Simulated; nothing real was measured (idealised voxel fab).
Module name: voxel wiring stack (process module)
In the cross-section labelled cut, the width is 220 nm and each square cell is 5 nm.
We lay out every cross-section as a grid of square cells and spell it out in bands from the top down, where one band means one or more rows of cells. The band entry comprises the height of the band's top followed by the height of its bottom, expressed in nm, and subsequently the band's materials from left to right, each stated together with its width in nm. Where a single material is marked with the word "full width", that material fills the band from edge to edge. The word "air" represents empty space. Heads up on the height convention: 0 is the point under which the incoming wafer is all one material, and the lowest band has no bottom, it just keeps going down, like "from 0 down". Note: "30..40" means the width goes from the first number (top row of the band) to the second number (bottom row) in equal steps per row of cells. Key: "remained the same" - step with no changed cell in the cross-section. Empty spaces counting at least 8 cells and having no open way to the top are listed in "Closed void listing". The notation width x height at distance is used for each, the distance being from the left edge and all three values in nm. Formally, on a step line, whatever follows the settings is a remark that the simulator itself makes on the step. A step line may carry the setting "overlay nm", which, for steps involving a mask, states the distance by which the mask lay to the right of its intended position; negative values denote displacement to the left.

THE PLANNED PROCESS STEPS ARE ENUMERATED HEREUNDER
1) RECEIVE, material Si
2) CONFORMAL_DEP, material SiO2, thk nm 10
3) CONFORMAL_DEP, material SiN, thk nm 5
4) DIRECTIONAL_DEP, material lowk, thk nm 25
5) MASKED_ETCH, tone open, mask id METAL_1, width nm 25, pitch nm 45, etch materials lowk, depth nm 25, overlay nm 0
6) MASKED_ETCH, tone open, mask id METAL_1, width nm 25, pitch nm 45, etch materials SiN, depth nm 5, overlay nm 0
7) CONFORMAL_DEP, material TiN, thk nm 5
8) FILL_DEP, material Cu, thk nm 10
9) CMP, height nm 40
10) EPI, material Ru, thk nm 5
11) FILL_DEP, material SiCN, thk nm 5
12) DIRECTIONAL_DEP, material SiO2, thk nm 10
13) PATTERN, tone open, mask id PLUG_1, material resist, width nm 15, pitch nm 45, thk nm 20, overlay nm 0
14) DIRECTIONAL_ETCH, etch materials SiO2, depth nm 10
15) DIRECTIONAL_ETCH, etch materials SiCN, depth nm 5
16) STRIP, etch materials resist
17) EPI, material Ru, thk nm 10
18) EPI, material Ru, thk nm 5
19) DIRECTIONAL_DEP, material TiN, thk nm 5
20) DIRECTIONAL_DEP, material W, thk nm 15
21) PATTERN, tone cover, mask id METAL_2, material resist, width nm 25, pitch nm 45, thk nm 15, overlay nm 0
22) DIRECTIONAL_ETCH, etch materials W, depth nm 15
23) DIRECTIONAL_ETCH, etch materials TiN, depth nm 5
24) STRIP, etch materials resist
25) FILL_DEP, material lowk, thk nm 10
26) CMP, height nm 80
27) CONFORMAL_DEP, material SiCN, thk nm 5
28) DIRECTIONAL_DEP, material lowk, thk nm 20
29) PATTERN, tone open, mask id PLUG_2, material resist, width nm 15, pitch nm 45, thk nm 15, overlay nm 0
30) DIRECTIONAL_ETCH, etch materials lowk, depth nm 20
31) DIRECTIONAL_ETCH, etch materials SiCN, depth nm 5
32) STRIP, etch materials resist
33) EPI, material Ru, thk nm 10
34) EPI, material Ru, thk nm 10
35) EPI, material Ru, thk nm 5
36) CONFORMAL_DEP, material SiCN, thk nm 5
37) DIRECTIONAL_DEP, material lowk, thk nm 25
38) MASKED_ETCH, tone open, mask id METAL_3, width nm 25, pitch nm 45, etch materials lowk, depth nm 25, overlay nm 0
39) MASKED_ETCH, tone open, mask id METAL_3, width nm 25, pitch nm 45, etch materials SiCN, depth nm 5, overlay nm 0
40) CONFORMAL_DEP, material TiN, thk nm 5
41) FILL_DEP, material Ru, thk nm 10
42) CMP, height nm 135
43) CONFORMAL_DEP, material SiCN, thk nm 5
44) DIRECTIONAL_DEP, material lowk, thk nm 10
45) MASKED_ETCH, tone open, mask id PLUG_3, width nm 15, pitch nm 90, etch materials lowk, depth nm 10, overlay nm 0
46) MASKED_ETCH, tone open, mask id PLUG_3, width nm 15, pitch nm 90, etch materials SiCN, depth nm 5, overlay nm 0
47) EPI, material Ru, thk nm 10
48) EPI, material Ru, thk nm 5
49) CONFORMAL_DEP, material SiN, thk nm 5
50) DIRECTIONAL_DEP, material SiO2, thk nm 25
51) PATTERN, tone open, mask id METAL_4, material resist, width nm 25, pitch nm 45, thk nm 20, overlay nm 0
52) DIRECTIONAL_ETCH, etch materials SiO2, depth nm 25
53) DIRECTIONAL_ETCH, etch materials SiN, depth nm 5
54) STRIP, etch materials resist
55) CONFORMAL_DEP, material TiN, thk nm 5
56) FILL_DEP, material Cu, thk nm 10
57) CMP, height nm 180
58) EPI, material Ru, thk nm 5
59) FILL_DEP, material SiCN, thk nm 5

FIRST WAFER, AS PLANNED

WAFER AS RECEIVED: CROSS-SECTION FOLLOWING STEP 1
* from 0 down  Si full width
* Closed void listing: none

WAFER AFTER STEP 2 (CROSS-SECTION)
* from 10 to 0  SiO2 full width
* Below 0, no change.

WAFER AFTER STEP 3 (CROSS-SECTION)
* from 15 to 10  SiN full width
* Below 10, no change.

WAFER AFTER STEP 4 (CROSS-SECTION)
* from 40 to 15  lowk full width
* Below 15, no change.

WAFER AFTER STEP 5 (CROSS-SECTION)
* from 40 to 15  lowk 30 / air 25 / lowk 20 / air 25 / lowk 20 / air 25 / lowk 20 / air 25 / lowk 30
* Below 15, no change.

WAFER AFTER STEP 6 (CROSS-SECTION)
* from 40 to 15  lowk 30 / air 25 / lowk 20 / air 25 / lowk 20 / air 25 / lowk 20 / air 25 / lowk 30
* from 15 to 10  SiN 30 / air 25 / SiN 20 / air 25 / SiN 20 / air 25 / SiN 20 / air 25 / SiN 30
* Below 10, no change.

WAFER AFTER STEP 7 (CROSS-SECTION)
* from 45 to 40  TiN 35 / air 15 / TiN 30 / air 15 / TiN 30 / air 15 / TiN 30 / air 15 / TiN 35
* from 40 to 15  lowk 30 / TiN 5 / air 15 / TiN 5 / lowk 20 / TiN 5 / air 15 / TiN 5 / lowk 20 / TiN 5 / air 15 / TiN 5 / lowk 20 / TiN 5 / air 15 / TiN 5 / lowk 30
* from 15 to 10  SiN 30 / TiN 25 / SiN 20 / TiN 25 / SiN 20 / TiN 25 / SiN 20 / TiN 25 / SiN 30
* Below 10, no change.

WAFER AFTER STEP 8 (CROSS-SECTION)
* from 55 to 45  Cu full width
* from 45 to 40  TiN 35 / Cu 15 / TiN 30 / Cu 15 / TiN 30 / Cu 15 / TiN 30 / Cu 15 / TiN 35
* from 40 to 15  lowk 30 / TiN 5 / Cu 15 / TiN 5 / lowk 20 / TiN 5 / Cu 15 / TiN 5 / lowk 20 / TiN 5 / Cu 15 / TiN 5 / lowk 20 / TiN 5 / Cu 15 / TiN 5 / lowk 30
* Below 15, no change.

WAFER AFTER STEP 9 (CROSS-SECTION)
* from 40 to 15  lowk 30 / TiN 5 / Cu 15 / TiN 5 / lowk 20 / TiN 5 / Cu 15 / TiN 5 / lowk 20 / TiN 5 / Cu 15 / TiN 5 / lowk 20 / TiN 5 / Cu 15 / TiN 5 / lowk 30
* Below 15, no change.

WAFER AFTER STEP 10 (CROSS-SECTION)
* from 45 to 40  air 25 / Ru 35 / air 10 / Ru 35 / air 10 / Ru 35 / air 10 / Ru 35 / air 25
* Below 40, no change.

WAFER AFTER STEP 11 (CROSS-SECTION)
* from 50 to 45  SiCN full width
* from 45 to 40  SiCN 25 / Ru 35 / SiCN 10 / Ru 35 / SiCN 10 / Ru 35 / SiCN 10 / Ru 35 / SiCN 25
* Below 40, no change.

WAFER AFTER STEP 12 (CROSS-SECTION)
* from 60 to 50  SiO2 full width
* Below 50, no change.

WAFER AFTER STEP 13 (CROSS-SECTION)
* from 80 to 60  resist 30 / air 15 / resist 30 / air 15 / resist 30 / air 15 / resist 30 / air 15 / resist 40
* Below 60, no change.

WAFER AFTER STEP 14 (CROSS-SECTION)
* from 80 to 60  resist 30 / air 15 / resist 30 / air 15 / resist 30 / air 15 / resist 30 / air 15 / resist 40
* from 60 to 50  SiO2 30 / air 15 / SiO2 30 / air 15 / SiO2 30 / air 15 / SiO2 30 / air 15 / SiO2 40
* Below 50, no change.

WAFER AFTER STEP 15 (CROSS-SECTION)
* from 80 to 60  resist 30 / air 15 / resist 30 / air 15 / resist 30 / air 15 / resist 30 / air 15 / resist 40
* from 60 to 50  SiO2 30 / air 15 / SiO2 30 / air 15 / SiO2 30 / air 15 / SiO2 30 / air 15 / SiO2 40
* from 50 to 45  SiCN 30 / air 15 / SiCN 30 / air 15 / SiCN 30 / air 15 / SiCN 30 / air 15 / SiCN 40
* Below 45, no change.

WAFER AFTER STEP 16 (CROSS-SECTION)
* from 60 to 50  SiO2 30 / air 15 / SiO2 30 / air 15 / SiO2 30 / air 15 / SiO2 30 / air 15 / SiO2 40
* Below 50, no change.

WAFER AFTER STEP 17 (CROSS-SECTION)
* from 60 to 55  SiO2 30 / air 15 / SiO2 30 / air 15 / SiO2 30 / air 15 / SiO2 30 / air 15 / SiO2 40
* from 55 to 50  SiO2 30 / Ru 15 / SiO2 30 / Ru 15 / SiO2 30 / Ru 15 / SiO2 30 / Ru 15 / SiO2 40
* from 50 to 40  SiCN 30..25 / Ru 15..35 / SiCN 30..10 / Ru 15..35 / SiCN 30..10 / Ru 15..35 / SiCN 30..10 / Ru 15..35 / SiCN 40..25
* Below 40, no change.

WAFER AFTER STEP 18 (CROSS-SECTION)
* from 60 to 50  SiO2 30 / Ru 15 / SiO2 30 / Ru 15 / SiO2 30 / Ru 15 / SiO2 30 / Ru 15 / SiO2 40
* Below 50, no change.

WAFER AFTER STEP 19 (CROSS-SECTION)
* from 65 to 60  TiN full width
* Below 60, no change.

WAFER AFTER STEP 20 (CROSS-SECTION)
* from 80 to 65  W full width
* Below 65, no change.

WAFER AFTER STEP 21 (CROSS-SECTION)
* from 95 to 80  air 30 / resist 25 / air 20 / resist 25 / air 20 / resist 25 / air 20 / resist 25 / air 30
* Below 80, no change.

WAFER AFTER STEP 22 (CROSS-SECTION)
* from 95 to 80  air 30 / resist 25 / air 20 / resist 25 / air 20 / resist 25 / air 20 / resist 25 / air 30
* from 80 to 65  air 30 / W 25 / air 20 / W 25 / air 20 / W 25 / air 20 / W 25 / air 30
* Below 65, no change.

WAFER AFTER STEP 23 (CROSS-SECTION)
* from 95 to 80  air 30 / resist 25 / air 20 / resist 25 / air 20 / resist 25 / air 20 / resist 25 / air 30
* from 80 to 65  air 30 / W 25 / air 20 / W 25 / air 20 / W 25 / air 20 / W 25 / air 30
* from 65 to 60  air 30 / TiN 25 / air 20 / TiN 25 / air 20 / TiN 25 / air 20 / TiN 25 / air 30
* Below 60, no change.

WAFER AFTER STEP 24 (CROSS-SECTION)
* from 80 to 65  air 30 / W 25 / air 20 / W 25 / air 20 / W 25 / air 20 / W 25 / air 30
* Below 65, no change.

WAFER AFTER STEP 25 (CROSS-SECTION)
* from 90 to 80  lowk full width
* from 80 to 65  lowk 30 / W 25 / lowk 20 / W 25 / lowk 20 / W 25 / lowk 20 / W 25 / lowk 30
* from 65 to 60  lowk 30 / TiN 25 / lowk 20 / TiN 25 / lowk 20 / TiN 25 / lowk 20 / TiN 25 / lowk 30
* Below 60, no change.

WAFER AFTER STEP 26 (CROSS-SECTION)
* from 80 to 65  lowk 30 / W 25 / lowk 20 / W 25 / lowk 20 / W 25 / lowk 20 / W 25 / lowk 30
* Below 65, no change.

WAFER AFTER STEP 27 (CROSS-SECTION)
* from 85 to 80  SiCN full width
* Below 80, no change.

WAFER AFTER STEP 28 (CROSS-SECTION)
* from 105 to 85  lowk full width
* Below 85, no change.

WAFER AFTER STEP 29 (CROSS-SECTION)
* from 120 to 105  resist 30 / air 15 / resist 30 / air 15 / resist 30 / air 15 / resist 30 / air 15 / resist 40
* Below 105, no change.

WAFER AFTER STEP 30 (CROSS-SECTION)
* from 120 to 105  resist 30 / air 15 / resist 30 / air 15 / resist 30 / air 15 / resist 30 / air 15 / resist 40
* from 105 to 85  lowk 30 / air 15 / lowk 30 / air 15 / lowk 30 / air 15 / lowk 30 / air 15 / lowk 40
* Below 85, no change.

WAFER AFTER STEP 31 (CROSS-SECTION)
* from 120 to 105  resist 30 / air 15 / resist 30 / air 15 / resist 30 / air 15 / resist 30 / air 15 / resist 40
* from 105 to 85  lowk 30 / air 15 / lowk 30 / air 15 / lowk 30 / air 15 / lowk 30 / air 15 / lowk 40
* from 85 to 80  SiCN 30 / air 15 / SiCN 30 / air 15 / SiCN 30 / air 15 / SiCN 30 / air 15 / SiCN 40
* Below 80, no change.

WAFER AFTER STEP 32 (CROSS-SECTION)
* from 105 to 85  lowk 30 / air 15 / lowk 30 / air 15 / lowk 30 / air 15 / lowk 30 / air 15 / lowk 40
* Below 85, no change.

WAFER AFTER STEP 33 (CROSS-SECTION)
* from 105 to 90  lowk 30 / air 15 / lowk 30 / air 15 / lowk 30 / air 15 / lowk 30 / air 15 / lowk 40
* from 90 to 85  lowk 30 / Ru 15 / lowk 30 / Ru 15 / lowk 30 / Ru 15 / lowk 30 / Ru 15 / lowk 40
* from 85 to 80  SiCN 30 / Ru 15 / SiCN 30 / Ru 15 / SiCN 30 / Ru 15 / SiCN 30 / Ru 15 / SiCN 40
* Below 80, no change.

WAFER AFTER STEP 34 (CROSS-SECTION)
* from 105 to 100  lowk 30 / air 15 / lowk 30 / air 15 / lowk 30 / air 15 / lowk 30 / air 15 / lowk 40
* from 100 to 85  lowk 30 / Ru 15 / lowk 30 / Ru 15 / lowk 30 / Ru 15 / lowk 30 / Ru 15 / lowk 40
* Below 85, no change.

WAFER AFTER STEP 35 (CROSS-SECTION)
* from 105 to 85  lowk 30 / Ru 15 / lowk 30 / Ru 15 / lowk 30 / Ru 15 / lowk 30 / Ru 15 / lowk 40
* Below 85, no change.

WAFER AFTER STEP 36 (CROSS-SECTION)
* from 110 to 105  SiCN full width
* Below 105, no change.

WAFER AFTER STEP 37 (CROSS-SECTION)
* from 135 to 110  lowk full width
* Below 110, no change.

WAFER AFTER STEP 38 (CROSS-SECTION)
* from 135 to 110  lowk 30 / air 25 / lowk 20 / air 25 / lowk 20 / air 25 / lowk 20 / air 25 / lowk 30
* Below 110, no change.

WAFER AFTER STEP 39 (CROSS-SECTION)
* from 135 to 110  lowk 30 / air 25 / lowk 20 / air 25 / lowk 20 / air 25 / lowk 20 / air 25 / lowk 30
* from 110 to 105  SiCN 30 / air 25 / SiCN 20 / air 25 / SiCN 20 / air 25 / SiCN 20 / air 25 / SiCN 30
* Below 105, no change.

WAFER AFTER STEP 40 (CROSS-SECTION)
* from 140 to 135  TiN 35 / air 15 / TiN 30 / air 15 / TiN 30 / air 15 / TiN 30 / air 15 / TiN 35
* from 135 to 110  lowk 30 / TiN 5 / air 15 / TiN 5 / lowk 20 / TiN 5 / air 15 / TiN 5 / lowk 20 / TiN 5 / air 15 / TiN 5 / lowk 20 / TiN 5 / air 15 / TiN 5 / lowk 30
* from 110 to 105  SiCN 30 / TiN 25 / SiCN 20 / TiN 25 / SiCN 20 / TiN 25 / SiCN 20 / TiN 25 / SiCN 30
* Below 105, no change.

WAFER AFTER STEP 41 (CROSS-SECTION)
* from 150 to 140  Ru full width
* from 140 to 135  TiN 35 / Ru 15 / TiN 30 / Ru 15 / TiN 30 / Ru 15 / TiN 30 / Ru 15 / TiN 35
* from 135 to 110  lowk 30 / TiN 5 / Ru 15 / TiN 5 / lowk 20 / TiN 5 / Ru 15 / TiN 5 / lowk 20 / TiN 5 / Ru 15 / TiN 5 / lowk 20 / TiN 5 / Ru 15 / TiN 5 / lowk 30
* Below 110, no change.

WAFER AFTER STEP 42 (CROSS-SECTION)
* from 135 to 110  lowk 30 / TiN 5 / Ru 15 / TiN 5 / lowk 20 / TiN 5 / Ru 15 / TiN 5 / lowk 20 / TiN 5 / Ru 15 / TiN 5 / lowk 20 / TiN 5 / Ru 15 / TiN 5 / lowk 30
* Below 110, no change.

WAFER AFTER STEP 43 (CROSS-SECTION)
* from 140 to 135  SiCN full width
* Below 135, no change.

WAFER AFTER STEP 44 (CROSS-SECTION)
* from 150 to 140  lowk full width
* Below 140, no change.

WAFER AFTER STEP 45 (CROSS-SECTION)
* from 150 to 140  lowk 30 / air 15 / lowk 75 / air 15 / lowk 85
* Below 140, no change.

WAFER AFTER STEP 46 (CROSS-SECTION)
* from 150 to 140  lowk 30 / air 15 / lowk 75 / air 15 / lowk 85
* from 140 to 135  SiCN 30 / air 15 / SiCN 75 / air 15 / SiCN 85
* Below 135, no change.

WAFER AFTER STEP 47 (CROSS-SECTION)
* from 150 to 145  lowk 30 / air 15 / lowk 75 / air 15 / lowk 85
* from 145 to 140  lowk 30 / Ru 15 / lowk 75 / Ru 15 / lowk 85
* from 140 to 135  SiCN 30 / Ru 15 / SiCN 75 / Ru 15 / SiCN 85
* Below 135, no change.

WAFER AFTER STEP 48 (CROSS-SECTION)
* from 150 to 140  lowk 30 / Ru 15 / lowk 75 / Ru 15 / lowk 85
* Below 140, no change.

WAFER AFTER STEP 49 (CROSS-SECTION)
* from 155 to 150  SiN full width
* Below 150, no change.

WAFER AFTER STEP 50 (CROSS-SECTION)
* from 180 to 155  SiO2 full width
* Below 155, no change.

WAFER AFTER STEP 51 (CROSS-SECTION)
* from 200 to 180  resist 30 / air 25 / resist 20 / air 25 / resist 20 / air 25 / resist 20 / air 25 / resist 30
* Below 180, no change.

WAFER AFTER STEP 52 (CROSS-SECTION)
* from 200 to 180  resist 30 / air 25 / resist 20 / air 25 / resist 20 / air 25 / resist 20 / air 25 / resist 30
* from 180 to 155  SiO2 30 / air 25 / SiO2 20 / air 25 / SiO2 20 / air 25 / SiO2 20 / air 25 / SiO2 30
* Below 155, no change.

WAFER AFTER STEP 53 (CROSS-SECTION)
* from 200 to 180  resist 30 / air 25 / resist 20 / air 25 / resist 20 / air 25 / resist 20 / air 25 / resist 30
* from 180 to 155  SiO2 30 / air 25 / SiO2 20 / air 25 / SiO2 20 / air 25 / SiO2 20 / air 25 / SiO2 30
* from 155 to 150  SiN 30 / air 25 / SiN 20 / air 25 / SiN 20 / air 25 / SiN 20 / air 25 / SiN 30
* Below 150, no change.

WAFER AFTER STEP 54 (CROSS-SECTION)
* from 180 to 155  SiO2 30 / air 25 / SiO2 20 / air 25 / SiO2 20 / air 25 / SiO2 20 / air 25 / SiO2 30
* Below 155, no change.

WAFER AFTER STEP 55 (CROSS-SECTION)
* from 185 to 180  TiN 35 / air 15 / TiN 30 / air 15 / TiN 30 / air 15 / TiN 30 / air 15 / TiN 35
* from 180 to 155  SiO2 30 / TiN 5 / air 15 / TiN 5 / SiO2 20 / TiN 5 / air 15 / TiN 5 / SiO2 20 / TiN 5 / air 15 / TiN 5 / SiO2 20 / TiN 5 / air 15 / TiN 5 / SiO2 30
* from 155 to 150  SiN 30 / TiN 25 / SiN 20 / TiN 25 / SiN 20 / TiN 25 / SiN 20 / TiN 25 / SiN 30
* Below 150, no change.

WAFER AFTER STEP 56 (CROSS-SECTION)
* from 195 to 185  Cu full width
* from 185 to 180  TiN 35 / Cu 15 / TiN 30 / Cu 15 / TiN 30 / Cu 15 / TiN 30 / Cu 15 / TiN 35
* from 180 to 155  SiO2 30 / TiN 5 / Cu 15 / TiN 5 / SiO2 20 / TiN 5 / Cu 15 / TiN 5 / SiO2 20 / TiN 5 / Cu 15 / TiN 5 / SiO2 20 / TiN 5 / Cu 15 / TiN 5 / SiO2 30
* Below 155, no change.

WAFER AFTER STEP 57 (CROSS-SECTION)
* from 180 to 155  SiO2 30 / TiN 5 / Cu 15 / TiN 5 / SiO2 20 / TiN 5 / Cu 15 / TiN 5 / SiO2 20 / TiN 5 / Cu 15 / TiN 5 / SiO2 20 / TiN 5 / Cu 15 / TiN 5 / SiO2 30
* Below 155, no change.

WAFER AFTER STEP 58 (CROSS-SECTION)
* from 185 to 180  air 25 / Ru 35 / air 10 / Ru 35 / air 10 / Ru 35 / air 10 / Ru 35 / air 25
* Below 180, no change.

WAFER AFTER STEP 59 (CROSS-SECTION)
* from 190 to 185  SiCN full width
* from 185 to 180  SiCN 25 / Ru 35 / SiCN 10 / Ru 35 / SiCN 10 / Ru 35 / SiCN 10 / Ru 35 / SiCN 25
* Below 180, no change.

IT IS TO BE NOTED THAT THE SECOND WAFER PROCEEDED FROM THE SAME INITIAL STATE AND ACCORDING TO THE SAME PLAN AS THE FIRST, ALTHOUGH ONE MISTAKE WAS COMMITTED IN ITS EXECUTION; THROUGH STEP 37, INCLUSIVE, THE TWO WAFERS SHARE AN IDENTICAL HISTORY

SECOND WAFER, SECTIONED VIEW, AT STEP 38'S PLANNED END TIME
* from 135 to 110  air 30 / lowk 25 / air 20 / lowk 25 / air 20 / lowk 25 / air 20 / lowk 25 / air 30
* Below 110, no change.

Second wafer, sectioned view, at step 39's planned end time: remained the same

SECOND WAFER, SECTIONED VIEW, AT STEP 40'S PLANNED END TIME
* from 140 to 135  air 25 / TiN 35 / air 10 / TiN 35 / air 10 / TiN 35 / air 10 / TiN 35 / air 25
* from 135 to 115  air 25 / TiN 5 / lowk 25 / TiN 5 / air 10 / TiN 5 / lowk 25 / TiN 5 / air 10 / TiN 5 / lowk 25 / TiN 5 / air 10 / TiN 5 / lowk 25 / TiN 5 / air 25
* from 115 to 110  TiN 30 / lowk 25 / TiN 20 / lowk 25 / TiN 20 / lowk 25 / TiN 20 / lowk 25 / TiN 30
* Below 110, no change.

SECOND WAFER, SECTIONED VIEW, AT STEP 41'S PLANNED END TIME
* from 150 to 140  Ru full width
* from 140 to 135  Ru 25 / TiN 35 / Ru 10 / TiN 35 / Ru 10 / TiN 35 / Ru 10 / TiN 35 / Ru 25
* from 135 to 115  Ru 25 / TiN 5 / lowk 25 / TiN 5 / Ru 10 / TiN 5 / lowk 25 / TiN 5 / Ru 10 / TiN 5 / lowk 25 / TiN 5 / Ru 10 / TiN 5 / lowk 25 / TiN 5 / Ru 25
* Below 115, no change.

SECOND WAFER, SECTIONED VIEW, AT STEP 42'S PLANNED END TIME
* from 135 to 115  Ru 25 / TiN 5 / lowk 25 / TiN 5 / Ru 10 / TiN 5 / lowk 25 / TiN 5 / Ru 10 / TiN 5 / lowk 25 / TiN 5 / Ru 10 / TiN 5 / lowk 25 / TiN 5 / Ru 25
* Below 115, no change.

SECOND WAFER, SECTIONED VIEW, AT STEP 43'S PLANNED END TIME
* from 140 to 135  SiCN full width
* Below 135, no change.

SECOND WAFER, SECTIONED VIEW, AT STEP 44'S PLANNED END TIME
* from 150 to 140  lowk full width
* Below 140, no change.

SECOND WAFER, SECTIONED VIEW, AT STEP 45'S PLANNED END TIME
* from 150 to 140  lowk 30 / air 15 / lowk 75 / air 15 / lowk 85
* Below 140, no change.

SECOND WAFER, SECTIONED VIEW, AT STEP 46'S PLANNED END TIME
* from 150 to 140  lowk 30 / air 15 / lowk 75 / air 15 / lowk 85
* from 140 to 135  SiCN 30 / air 15 / SiCN 75 / air 15 / SiCN 85
* Below 135, no change.

Second wafer, sectioned view, at step 47's planned end time: remained the same

Second wafer, sectioned view, at step 48's planned end time: remained the same

SECOND WAFER, SECTIONED VIEW, AT STEP 49'S PLANNED END TIME
* from 155 to 150  SiN 35 / air 5 / SiN 85 / air 5 / SiN 90
* from 150 to 140  lowk 30 / SiN 5 / air 5 / SiN 5 / lowk 75 / SiN 5 / air 5 / SiN 5 / lowk 85
* from 140 to 135  SiCN 30 / SiN 15 / SiCN 75 / SiN 15 / SiCN 85
* Below 135, no change.

SECOND WAFER, SECTIONED VIEW, AT STEP 50'S PLANNED END TIME
* from 180 to 165  SiO2 35 / air 5 / SiO2 85 / air 5 / SiO2 90
* from 165 to 155  SiO2 full width
* from 155 to 150  SiN 35 / SiO2 5 / SiN 85 / SiO2 5 / SiN 90
* from 150 to 140  lowk 30 / SiN 5 / SiO2 5 / SiN 5 / lowk 75 / SiN 5 / SiO2 5 / SiN 5 / lowk 85
* Below 140, no change.

SECOND WAFER, SECTIONED VIEW, AT STEP 51'S PLANNED END TIME
* from 200 to 180  resist 30 / air 25 / resist 20 / air 25 / resist 20 / air 25 / resist 20 / air 25 / resist 30
* Below 180, no change.

SECOND WAFER, SECTIONED VIEW, AT STEP 52'S PLANNED END TIME
* from 200 to 180  resist 30 / air 25 / resist 20 / air 25 / resist 20 / air 25 / resist 20 / air 25 / resist 30
* from 180 to 155  SiO2 30 / air 25 / SiO2 20 / air 25 / SiO2 20 / air 25 / SiO2 20 / air 25 / SiO2 30
* from 155 to 150  SiN 35 / air 5 / SiN 85 / air 5 / SiN 90
* from 150 to 140  lowk 30 / SiN 5 / air 5 / SiN 5 / lowk 75 / SiN 5 / air 5 / SiN 5 / lowk 85
* Below 140, no change.

SECOND WAFER, SECTIONED VIEW, AT STEP 53'S PLANNED END TIME
* from 200 to 180  resist 30 / air 25 / resist 20 / air 25 / resist 20 / air 25 / resist 20 / air 25 / resist 30
* from 180 to 155  SiO2 30 / air 25 / SiO2 20 / air 25 / SiO2 20 / air 25 / SiO2 20 / air 25 / SiO2 30
* from 155 to 150  SiN 30 / air 25 / SiN 20 / air 25 / SiN 20 / air 25 / SiN 20 / air 25 / SiN 30
* from 150 to 140  lowk 30 / SiN 5 / air 5 / SiN 5 / lowk 75 / SiN 5 / air 5 / SiN 5 / lowk 85
* from 140 to 135  SiCN 30 / SiN 5 / air 5 / SiN 5 / SiCN 75 / SiN 5 / air 5 / SiN 5 / SiCN 85
* Below 135, no change.

SECOND WAFER, SECTIONED VIEW, AT STEP 54'S PLANNED END TIME
* from 180 to 155  SiO2 30 / air 25 / SiO2 20 / air 25 / SiO2 20 / air 25 / SiO2 20 / air 25 / SiO2 30
* Below 155, no change.

SECOND WAFER, SECTIONED VIEW, AT STEP 55'S PLANNED END TIME
* from 185 to 180  TiN 35 / air 15 / TiN 30 / air 15 / TiN 30 / air 15 / TiN 30 / air 15 / TiN 35
* from 180 to 155  SiO2 30 / TiN 5 / air 15 / TiN 5 / SiO2 20 / TiN 5 / air 15 / TiN 5 / SiO2 20 / TiN 5 / air 15 / TiN 5 / SiO2 20 / TiN 5 / air 15 / TiN 5 / SiO2 30
* from 155 to 150  SiN 30 / TiN 25 / SiN 20 / TiN 25 / SiN 20 / TiN 25 / SiN 20 / TiN 25 / SiN 30
* from 150 to 140  lowk 30 / SiN 5 / TiN 5 / SiN 5 / lowk 75 / SiN 5 / TiN 5 / SiN 5 / lowk 85
* from 140 to 135  SiCN 30 / SiN 5 / TiN 5 / SiN 5 / SiCN 75 / SiN 5 / TiN 5 / SiN 5 / SiCN 85
* Below 135, no change.

SECOND WAFER, SECTIONED VIEW, AT STEP 56'S PLANNED END TIME
* from 195 to 185  Cu full width
* from 185 to 180  TiN 35 / Cu 15 / TiN 30 / Cu 15 / TiN 30 / Cu 15 / TiN 30 / Cu 15 / TiN 35
* from 180 to 155  SiO2 30 / TiN 5 / Cu 15 / TiN 5 / SiO2 20 / TiN 5 / Cu 15 / TiN 5 / SiO2 20 / TiN 5 / Cu 15 / TiN 5 / SiO2 20 / TiN 5 / Cu 15 / TiN 5 / SiO2 30
* Below 155, no change.

SECOND WAFER, SECTIONED VIEW, AT STEP 57'S PLANNED END TIME
* from 180 to 155  SiO2 30 / TiN 5 / Cu 15 / TiN 5 / SiO2 20 / TiN 5 / Cu 15 / TiN 5 / SiO2 20 / TiN 5 / Cu 15 / TiN 5 / SiO2 20 / TiN 5 / Cu 15 / TiN 5 / SiO2 30
* Below 155, no change.

SECOND WAFER, SECTIONED VIEW, AT STEP 58'S PLANNED END TIME
* from 185 to 180  air 25 / Ru 35 / air 10 / Ru 35 / air 10 / Ru 35 / air 10 / Ru 35 / air 25
* Below 180, no change.

SECOND WAFER, SECTIONED VIEW, AT STEP 59'S PLANNED END TIME
* from 190 to 185  SiCN full width
* from 185 to 180  SiCN 25 / Ru 35 / SiCN 10 / Ru 35 / SiCN 10 / Ru 35 / SiCN 10 / Ru 35 / SiCN 25
* Below 180, no change.
Run error: off-plan run, step 38, actual operation and settings MASKED_ETCH, tone cover, mask id METAL_3, width nm 25, pitch nm 45, etch materials lowk, depth nm 25, overlay nm 0
Per the end-of-run cell counts, the second wafer holds more or fewer of some materials than the first: -14 Ru, +20 SiCN, +12 SiN, +2 TiN, -20 lowk
